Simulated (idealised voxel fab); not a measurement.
Presented below is a process module, voxel quadruple lines.
Square cells of 5 nm make up the cross-section cut, whose width is 270 nm.
Reading order for cross-sections: top band down to bottom band. Underlying form: a grid of square cells. Band size: one or more rows of cells. Look at the band entry: it leads with the top's height and the bottom's height in nm. Then it lists the materials left to right, with a width in nm for each. The word "full width" on a single material says that material fills the band edge to edge. The word "blank" is empty space. Beneath 0, the wafer as received is one material, and that level is where height counting begins. The lowest band goes on downward without a bottom; it is written like "0 -> down". You'd read "30->40" like this: the band's top row of cells is as wide as the first number, its bottom row is as wide as the second, and going down, every row changes width by the same amount as the row before did. You'll sometimes find "no modification" written for a step, and that's the way of saying that nowhere in the cross-section did a cell change during that step. "Sealed void listing" - sealed voids, min. 8 cells, no opening to top; format: width x height at distance (distance from left edge; nm throughout). That trailing text on a step's line, after the settings, is the simulator's own remark on the step. "overlay nm" denotes, for a step that has a mask, the displacement of the mask to the right of its planned place, with negative values corresponding to the left.
Planned step list for the process:
1,RECEIVE with material Si
2,CONFORMAL_DEP with material SiO2, thk nm 5
3,DIRECTIONAL_DEP with material W, thk nm 15
4,DIRECTIONAL_DEP with material polySi, thk nm 15
5,DIRECTIONAL_DEP with material aC, thk nm 25
6,PATTERN with tone cover, mask id MANDREL, material resist, width nm 30, pitch nm 80, thk nm 35, overlay nm 0
7,DIRECTIONAL_ETCH with etch materials aC, depth nm 25
8,STRIP with etch materials resist
9,CONFORMAL_DEP with material SiO2, thk nm 10
10,DIRECTIONAL_ETCH with etch materials SiO2, depth nm 10
11,STRIP with etch materials aC
12,DIRECTIONAL_ETCH with etch materials polySi, depth nm 15
13,STRIP with etch materials SiO2
14,CONFORMAL_DEP with material SiCN, thk nm 10
15,DIRECTIONAL_ETCH with etch materials SiCN, depth nm 10
16,STRIP with etch materials polySi
17,DIRECTIONAL_ETCH with etch materials W, depth nm 15
18,STRIP with etch materials SiCN
As-received wafer cross-section (after step 1):
> 0 -> down: Si full width
> Sealed void listing: none
The first of two wafers, cross-sectioned at the end of the module, with the run proceeding as planned:
> 20 -> 5: 60 blank, 10 W, 10 blank, 10 W, 10 blank, 10 W, 10 blank, 10 W, 10 blank, 10 W, 10 blank, 10 W, 10 blank, 10 W, 10 blank, 10 W, 60 blank
> 5 -> 0: SiO2 full width
> 0 -> down: Si full width
> Sealed void listing: none
Wafer two (of two), end-of-module cross-section: start = wafer one, plan = wafer one, one run mistake:
> 20 -> 5: 70 blank, 10 W, 10 blank, 10 W, 10 blank, 10 W, 30 blank, 10 W, 10 blank, 10 W, 10 blank, 10 W, 70 blank
> 5 -> 0: SiO2 full width
> 0 -> down: Si full width
> Sealed void listing: none
Deviation from plan: step 6 ran differently from the plan; actual operation with settings: PATTERN with tone open, mask id MANDREL, material resist, width nm 30, pitch nm 80, thk nm 35, overlay nm 0
Count the cells at the end and the second wafer has more or fewer of some materials than the first: W: 12 fewer
